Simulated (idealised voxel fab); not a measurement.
process module | voxel capacitor over wiring
Square cell edge 5 nm, section width 230 nm, ID cut.
In this document a cross-section is written as a grid of square cells. It is given as a series of bands, listed from the top down, and a band is one or more rows of cells.
Quick guide to a band line: top height, bottom height (nm) up front; then every material left to right with its width in nm. Only one material and it's marked "all across"? Then it fills the band edge to edge. And "air" just means empty space.
Height reference: 0 = level under which incoming wafer is all one material. Lowest band: no bottom, runs on downward, e.g. "0..down".
Quick explanation for "30->40": the width changes in equal steps down the rows of cells, from the first number in the band's top row to the second number in its bottom row.
"identical to before" for a step: no cell of the cross-section changed in that step.
"Non-vented voids" means: voids of 8 cells or more that are shut off from the top with no open way through. Written width x height at distance, distance from the left edge, in nm.
after a step's settings: what the simulator itself notes on the step
overlay nm: how far to the right of its planned place the mask lay on this masked step (negative: to the left).
-- Steps planned for the process
1) RECEIVE with material Si
2) CONFORMAL_DEP with material SiO2, thk nm 10
3) CONFORMAL_DEP with material SiCN, thk nm 5
4) DIRECTIONAL_DEP with material SiO2, thk nm 20
5) DIRECTIONAL_DEP with material aC, thk nm 10
6) PATTERN with tone open, mask id METAL_1, material resist, width nm 25, pitch nm 95, thk nm 25, overlay nm 0
7) DIRECTIONAL_ETCH with etch materials aC, depth nm 10
8) STRIP with etch materials resist
9) DIRECTIONAL_ETCH with etch materials SiO2, depth nm 20
10) DIRECTIONAL_ETCH with etch materials SiCN, depth nm 5
11) STRIP with etch materials aC
12) CONFORMAL_DEP with material TiN, thk nm 5
13) FILL_DEP with material Cu, thk nm 10
14) CMP with height nm 35
15) CONFORMAL_DEP with material SiCN, thk nm 5
16) DIRECTIONAL_DEP with material SiO2, thk nm 10
17) PATTERN with tone open, mask id PLUG_1, material resist, width nm 15, thk nm 15, overlay nm 0
18) DIRECTIONAL_ETCH with etch materials SiO2, depth nm 10
19) DIRECTIONAL_ETCH with etch materials SiCN, depth nm 5
20) STRIP with etch materials resist
21) CONFORMAL_DEP with material TiN, thk nm 5
22) FILL_DEP with material Cu, thk nm 10
23) CMP with height nm 50
24) DIRECTIONAL_DEP with material TiN, thk nm 5
25) DIRECTIONAL_DEP with material SiN, thk nm 5
26) DIRECTIONAL_DEP with material TiN, thk nm 5
27) MASKED_ETCH with tone cover, mask id UPPER_PLATE, width nm 75, etch materials TiN, depth nm 5, overlay nm 0
28) MASKED_ETCH with tone cover, mask id UPPER_PLATE, width nm 75, etch materials SiN, depth nm 5, overlay nm 0
29) DIRECTIONAL_DEP with material aC, thk nm 10
30) PATTERN with tone cover, mask id LOWER_PLATE, material resist, width nm 85, thk nm 25, overlay nm 0
31) DIRECTIONAL_ETCH with etch materials aC, depth nm 10
32) STRIP with etch materials resist
33) DIRECTIONAL_ETCH with etch materials TiN, depth nm 5
34) STRIP with etch materials aC
35) FILL_DEP with material SiO2, thk nm 15
36) CMP with height nm 75
37) DIRECTIONAL_DEP with material aC, thk nm 15
38) PATTERN with tone open, mask id PLUG_2, material resist, width nm 15, thk nm 30, overlay nm 0
39) DIRECTIONAL_ETCH with etch materials aC, depth nm 15
40) STRIP with etch materials resist
41) DIRECTIONAL_ETCH with etch materials SiO2, depth nm 10
42) STRIP with etch materials aC
43) CONFORMAL_DEP with material TiN, thk nm 5
44) FILL_DEP with material W, thk nm 10
45) CMP with height nm 75
46) CONFORMAL_DEP with material SiN, thk nm 5
-- The first of a set of two wafers, run to plan
-- As-received wafer cross-section (after step 1)
* 0..down | Si all across
* Non-vented voids: none
-- Cross-section: wafer state after step 2
* 10..0 | SiO2 all across
* No changes below 0.
-- Cross-section: wafer state after step 3
* 15..10 | SiCN all across
* No changes below 10.
-- Cross-section: wafer state after step 4
* 35..15 | SiO2 all across
* No changes below 15.
-- Cross-section: wafer state after step 5
* 45..35 | aC all across
* No changes below 35.
-- Cross-section: wafer state after step 6
* 70..45 | resist (55), then air (25), then resist (70), then air (25), then resist (55)
* No changes below 45.
-- Cross-section: wafer state after step 7
* 60..45 | resist (55), then air (25), then resist (70), then air (25), then resist (55)
* 45..35 | aC (55), then air (25), then aC (70), then air (25), then aC (55)
* No changes below 35.
-- Cross-section: wafer state after step 8
* 45..35 | aC (55), then air (25), then aC (70), then air (25), then aC (55)
* No changes below 35.
-- Cross-section: wafer state after step 9
* 45..35 | aC (55), then air (25), then aC (70), then air (25), then aC (55)
* 35..15 | SiO2 (55), then air (25), then SiO2 (70), then air (25), then SiO2 (55)
* No changes below 15.
-- Cross-section: wafer state after step 10
* 45..35 | aC (55), then air (25), then aC (70), then air (25), then aC (55)
* 35..15 | SiO2 (55), then air (25), then SiO2 (70), then air (25), then SiO2 (55)
* 15..10 | SiCN (55), then air (25), then SiCN (70), then air (25), then SiCN (55)
* No changes below 10.
-- Cross-section: wafer state after step 11
* 35..15 | SiO2 (55), then air (25), then SiO2 (70), then air (25), then SiO2 (55)
* No changes below 15.
-- Cross-section: wafer state after step 12
* 40..35 | TiN (60), then air (15), then TiN (80), then air (15), then TiN (60)
* 35..15 | SiO2 (55), then TiN (5), then air (15), then TiN (5), then SiO2 (70), then TiN (5), then air (15), then TiN (5), then SiO2 (55)
* 15..10 | SiCN (55), then TiN (25), then SiCN (70), then TiN (25), then SiCN (55)
* No changes below 10.
-- Cross-section: wafer state after step 13
* 50..40 | Cu all across
* 40..35 | TiN (60), then Cu (15), then TiN (80), then Cu (15), then TiN (60)
* 35..15 | SiO2 (55), then TiN (5), then Cu (15), then TiN (5), then SiO2 (70), then TiN (5), then Cu (15), then TiN (5), then SiO2 (55)
* No changes below 15.
-- Cross-section: wafer state after step 14
* 35..15 | SiO2 (55), then TiN (5), then Cu (15), then TiN (5), then SiO2 (70), then TiN (5), then Cu (15), then TiN (5), then SiO2 (55)
* No changes below 15.
-- Cross-section: wafer state after step 15
* 40..35 | SiCN all across
* No changes below 35.
-- Cross-section: wafer state after step 16
* 50..40 | SiO2 all across
* No changes below 40.
-- Cross-section: wafer state after step 17
* 65..50 | resist (65), then air (15), then resist (150)
* No changes below 50.
-- Cross-section: wafer state after step 18
* 65..50 | resist (65), then air (15), then resist (150)
* 50..40 | SiO2 (65), then air (15), then SiO2 (150)
* No changes below 40.
-- Cross-section: wafer state after step 19
* 65..50 | resist (65), then air (15), then resist (150)
* 50..40 | SiO2 (65), then air (15), then SiO2 (150)
* 40..35 | SiCN (65), then air (15), then SiCN (150)
* No changes below 35.
-- Cross-section: wafer state after step 20
* 50..40 | SiO2 (65), then air (15), then SiO2 (150)
* No changes below 40.
-- Cross-section: wafer state after step 21
* 55..50 | TiN (70), then air (5), then TiN (155)
* 50..40 | SiO2 (65), then TiN (5), then air (5), then TiN (5), then SiO2 (150)
* 40..35 | SiCN (65), then TiN (15), then SiCN (150)
* No changes below 35.
-- Cross-section: wafer state after step 22
* 65..55 | Cu all across
* 55..50 | TiN (70), then Cu (5), then TiN (155)
* 50..40 | SiO2 (65), then TiN (5), then Cu (5), then TiN (5), then SiO2 (150)
* No changes below 40.
-- Cross-section: wafer state after step 23
* 50..40 | SiO2 (65), then TiN (5), then Cu (5), then TiN (5), then SiO2 (150)
* No changes below 40.
-- Cross-section: wafer state after step 24
* 55..50 | TiN all across
* No changes below 50.
-- Cross-section: wafer state after step 25
* 60..55 | SiN all across
* No changes below 55.
-- Cross-section: wafer state after step 26
* 65..60 | TiN all across
* No changes below 60.
-- Cross-section: wafer state after step 27
* 65..60 | air (65), then TiN (75), then air (90)
* No changes below 60.
-- Cross-section: wafer state after step 28
* 65..60 | air (65), then TiN (75), then air (90)
* 60..55 | air (65), then SiN (75), then air (90)
* No changes below 55.
-- Cross-section: wafer state after step 29
* 75..65 | air (65), then aC (75), then air (90)
* 65..60 | aC (65), then TiN (75), then aC (90)
* 60..55 | aC (65), then SiN (75), then aC (90)
* No changes below 55.
-- Cross-section: wafer state after step 30
* 100..75 | air (60), then resist (85), then air (85)
* 75..65 | air (60), then resist (5), then aC (75), then resist (5), then air (85)
* No changes below 65.
-- Cross-section: wafer state after step 31
* 90..75 | air (60), then resist (85), then air (85)
* 75..65 | air (60), then resist (5), then aC (75), then resist (5), then air (85)
* 65..60 | air (60), then aC (5), then TiN (75), then aC (5), then air (85)
* 60..55 | air (60), then aC (5), then SiN (75), then aC (5), then air (85)
* No changes below 55.
-- Cross-section: wafer state after step 32
* 75..65 | air (65), then aC (75), then air (90)
* No changes below 65.
-- Cross-section: wafer state after step 33
* 75..65 | air (65), then aC (75), then air (90)
* 65..60 | air (60), then aC (5), then TiN (75), then aC (5), then air (85)
* 60..55 | air (60), then aC (5), then SiN (75), then aC (5), then air (85)
* 55..50 | air (60), then TiN (85), then air (85)
* No changes below 50.
-- Cross-section: wafer state after step 34
* 65..60 | air (65), then TiN (75), then air (90)
* 60..55 | air (65), then SiN (75), then air (90)
* No changes below 55.
-- Cross-section: wafer state after step 35
* 80..65 | SiO2 all across
* 65..60 | SiO2 (65), then TiN (75), then SiO2 (90)
* 60..55 | SiO2 (65), then SiN (75), then SiO2 (90)
* 55..50 | SiO2 (60), then TiN (85), then SiO2 (85)
* No changes below 50.
-- Cross-section: wafer state after step 36
* 75..65 | SiO2 all across
* No changes below 65.
-- Cross-section: wafer state after step 37
* 90..75 | aC all across
* No changes below 75.
-- Cross-section: wafer state after step 38
* 120..90 | resist (75), then air (15), then resist (140)
* No changes below 90.
-- Cross-section: wafer state after step 39
* 105..90 | resist (75), then air (15), then resist (140)
* 90..75 | aC (75), then air (15), then aC (140)
* No changes below 75.
-- Cross-section: wafer state after step 40
* 90..75 | aC (75), then air (15), then aC (140)
* No changes below 75.
-- Cross-section: wafer state after step 41
* 90..75 | aC (75), then air (15), then aC (140)
* 75..65 | SiO2 (75), then air (15), then SiO2 (140)
* No changes below 65.
-- Cross-section: wafer state after step 42
* 75..65 | SiO2 (75), then air (15), then SiO2 (140)
* No changes below 65.
-- Cross-section: wafer state after step 43
* 80..75 | TiN (80), then air (5), then TiN (145)
* 75..70 | SiO2 (75), then TiN (5), then air (5), then TiN (5), then SiO2 (140)
* 70..60 | SiO2 (75->65), then TiN (15->75), then SiO2 (140->90)
* No changes below 60.
-- Cross-section: wafer state after step 44
* 90..80 | W all across
* 80..75 | TiN (80), then W (5), then TiN (145)
* 75..70 | SiO2 (75), then TiN (5), then W (5), then TiN (5), then SiO2 (140)
* No changes below 70.
-- Cross-section: wafer state after step 45
* 75..70 | SiO2 (75), then TiN (5), then W (5), then TiN (5), then SiO2 (140)
* No changes below 70.
-- Cross-section: wafer state after step 46
* 80..75 | SiN all across
* No changes below 75.
-- The second wafer began exactly as the first did and followed the same plan, but one mistake was made while running it; through step 1 inclusive, the two wafers are identical
-- At the planned end of step 2, the second wafer in cross-section
* 5..0 | SiCN all across
* No changes below 0.
-- At the planned end of step 3, the second wafer in cross-section
* 15..5 | SiO2 all across
* No changes below 5.
-- At the planned end of step 4, the second wafer in cross-section
* 35..5 | SiO2 all across
* No changes below 5.
-- At the planned end of step 5, the second wafer in cross-section
* 45..35 | aC all across
* No changes below 35.
-- At the planned end of step 6, the second wafer in cross-section
* 70..45 | resist (55), then air (25), then resist (70), then air (25), then resist (55)
* No changes below 45.
-- At the planned end of step 7, the second wafer in cross-section
* 60..45 | resist (55), then air (25), then resist (70), then air (25), then resist (55)
* 45..35 | aC (55), then air (25), then aC (70), then air (25), then aC (55)
* No changes below 35.
-- At the planned end of step 8, the second wafer in cross-section
* 45..35 | aC (55), then air (25), then aC (70), then air (25), then aC (55)
* No changes below 35.
-- At the planned end of step 9, the second wafer in cross-section
* 45..35 | aC (55), then air (25), then aC (70), then air (25), then aC (55)
* 35..15 | SiO2 (55), then air (25), then SiO2 (70), then air (25), then SiO2 (55)
* No changes below 15.
At the planned end of step 10, the second wafer in cross-section: identical to before
-- At the planned end of step 11, the second wafer in cross-section
* 35..15 | SiO2 (55), then air (25), then SiO2 (70), then air (25), then SiO2 (55)
* No changes below 15.
-- At the planned end of step 12, the second wafer in cross-section
* 40..35 | TiN (60), then air (15), then TiN (80), then air (15), then TiN (60)
* 35..20 | SiO2 (55), then TiN (5), then air (15), then TiN (5), then SiO2 (70), then TiN (5), then air (15), then TiN (5), then SiO2 (55)
* 20..15 | SiO2 (55), then TiN (25), then SiO2 (70), then TiN (25), then SiO2 (55)
* No changes below 15.
-- At the planned end of step 13, the second wafer in cross-section
* 50..40 | Cu all across
* 40..35 | TiN (60), then Cu (15), then TiN (80), then Cu (15), then TiN (60)
* 35..20 | SiO2 (55), then TiN (5), then Cu (15), then TiN (5), then SiO2 (70), then TiN (5), then Cu (15), then TiN (5), then SiO2 (55)
* No changes below 20.
-- At the planned end of step 14, the second wafer in cross-section
* 35..20 | SiO2 (55), then TiN (5), then Cu (15), then TiN (5), then SiO2 (70), then TiN (5), then Cu (15), then TiN (5), then SiO2 (55)
* No changes below 20.
-- At the planned end of step 15, the second wafer in cross-section
* 40..35 | SiCN all across
* No changes below 35.
-- At the planned end of step 16, the second wafer in cross-section
* 50..40 | SiO2 all across
* No changes below 40.
-- At the planned end of step 17, the second wafer in cross-section
* 65..50 | resist (65), then air (15), then resist (150)
* No changes below 50.
-- At the planned end of step 18, the second wafer in cross-section
* 65..50 | resist (65), then air (15), then resist (150)
* 50..40 | SiO2 (65), then air (15), then SiO2 (150)
* No changes below 40.
-- At the planned end of step 19, the second wafer in cross-section
* 65..50 | resist (65), then air (15), then resist (150)
* 50..40 | SiO2 (65), then air (15), then SiO2 (150)
* 40..35 | SiCN (65), then air (15), then SiCN (150)
* No changes below 35.
-- At the planned end of step 20, the second wafer in cross-section
* 50..40 | SiO2 (65), then air (15), then SiO2 (150)
* No changes below 40.
-- At the planned end of step 21, the second wafer in cross-section
* 55..50 | TiN (70), then air (5), then TiN (155)
* 50..40 | SiO2 (65), then TiN (5), then air (5), then TiN (5), then SiO2 (150)
* 40..35 | SiCN (65), then TiN (15), then SiCN (150)
* No changes below 35.
-- At the planned end of step 22, the second wafer in cross-section
* 65..55 | Cu all across
* 55..50 | TiN (70), then Cu (5), then TiN (155)
* 50..40 | SiO2 (65), then TiN (5), then Cu (5), then TiN (5), then SiO2 (150)
* No changes below 40.
-- At the planned end of step 23, the second wafer in cross-section
* 50..40 | SiO2 (65), then TiN (5), then Cu (5), then TiN (5), then SiO2 (150)
* No changes below 40.
-- At the planned end of step 24, the second wafer in cross-section
* 55..50 | TiN all across
* No changes below 50.
-- At the planned end of step 25, the second wafer in cross-section
* 60..55 | SiN all across
* No changes below 55.
-- At the planned end of step 26, the second wafer in cross-section
* 65..60 | TiN all across
* No changes below 60.
-- At the planned end of step 27, the second wafer in cross-section
* 65..60 | air (65), then TiN (75), then air (90)
* No changes below 60.
-- At the planned end of step 28, the second wafer in cross-section
* 65..60 | air (65), then TiN (75), then air (90)
* 60..55 | air (65), then SiN (75), then air (90)
* No changes below 55.
-- At the planned end of step 29, the second wafer in cross-section
* 75..65 | air (65), then aC (75), then air (90)
* 65..60 | aC (65), then TiN (75), then aC (90)
* 60..55 | aC (65), then SiN (75), then aC (90)
* No changes below 55.
-- At the planned end of step 30, the second wafer in cross-section
* 100..75 | air (60), then resist (85), then air (85)
* 75..65 | air (60), then resist (5), then aC (75), then resist (5), then air (85)
* No changes below 65.
-- At the planned end of step 31, the second wafer in cross-section
* 90..75 | air (60), then resist (85), then air (85)
* 75..65 | air (60), then resist (5), then aC (75), then resist (5), then air (85)
* 65..60 | air (60), then aC (5), then TiN (75), then aC (5), then air (85)
* 60..55 | air (60), then aC (5), then SiN (75), then aC (5), then air (85)
* No changes below 55.
-- At the planned end of step 32, the second wafer in cross-section
* 75..65 | air (65), then aC (75), then air (90)
* No changes below 65.
-- At the planned end of step 33, the second wafer in cross-section
* 75..65 | air (65), then aC (75), then air (90)
* 65..60 | air (60), then aC (5), then TiN (75), then aC (5), then air (85)
* 60..55 | air (60), then aC (5), then SiN (75), then aC (5), then air (85)
* 55..50 | air (60), then TiN (85), then air (85)
* No changes below 50.
-- At the planned end of step 34, the second wafer in cross-section
* 65..60 | air (65), then TiN (75), then air (90)
* 60..55 | air (65), then SiN (75), then air (90)
* No changes below 55.
-- At the planned end of step 35, the second wafer in cross-section
* 80..65 | SiO2 all across
* 65..60 | SiO2 (65), then TiN (75), then SiO2 (90)
* 60..55 | SiO2 (65), then SiN (75), then SiO2 (90)
* 55..50 | SiO2 (60), then TiN (85), then SiO2 (85)
* No changes below 50.
-- At the planned end of step 36, the second wafer in cross-section
* 75..65 | SiO2 all across
* No changes below 65.
-- At the planned end of step 37, the second wafer in cross-section
* 90..75 | aC all across
* No changes below 75.
-- At the planned end of step 38, the second wafer in cross-section
* 120..90 | resist (75), then air (15), then resist (140)
* No changes below 90.
-- At the planned end of step 39, the second wafer in cross-section
* 105..90 | resist (75), then air (15), then resist (140)
* 90..75 | aC (75), then air (15), then aC (140)
* No changes below 75.
-- At the planned end of step 40, the second wafer in cross-section
* 90..75 | aC (75), then air (15), then aC (140)
* No changes below 75.
-- At the planned end of step 41, the second wafer in cross-section
* 90..75 | aC (75), then air (15), then aC (140)
* 75..65 | SiO2 (75), then air (15), then SiO2 (140)
* No changes below 65.
-- At the planned end of step 42, the second wafer in cross-section
* 75..65 | SiO2 (75), then air (15), then SiO2 (140)
* No changes below 65.
-- At the planned end of step 43, the second wafer in cross-section
* 80..75 | TiN (80), then air (5), then TiN (145)
* 75..70 | SiO2 (75), then TiN (5), then air (5), then TiN (5), then SiO2 (140)
* 70..60 | SiO2 (75->65), then TiN (15->75), then SiO2 (140->90)
* No changes below 60.
-- At the planned end of step 44, the second wafer in cross-section
* 90..80 | W all across
* 80..75 | TiN (80), then W (5), then TiN (145)
* 75..70 | SiO2 (75), then TiN (5), then W (5), then TiN (5), then SiO2 (140)
* No changes below 70.
-- At the planned end of step 45, the second wafer in cross-section
* 75..70 | SiO2 (75), then TiN (5), then W (5), then TiN (5), then SiO2 (140)
* No changes below 70.
-- At the planned end of step 46, the second wafer in cross-section
* 80..75 | SiN all across
* No changes below 75.
Diagnosis: note: step 2 <-> step 3, run order reversed vs plan
Materials where the second wafer ends with more or fewer cells than the first: Cu -6; SiCN +10; TiN -4
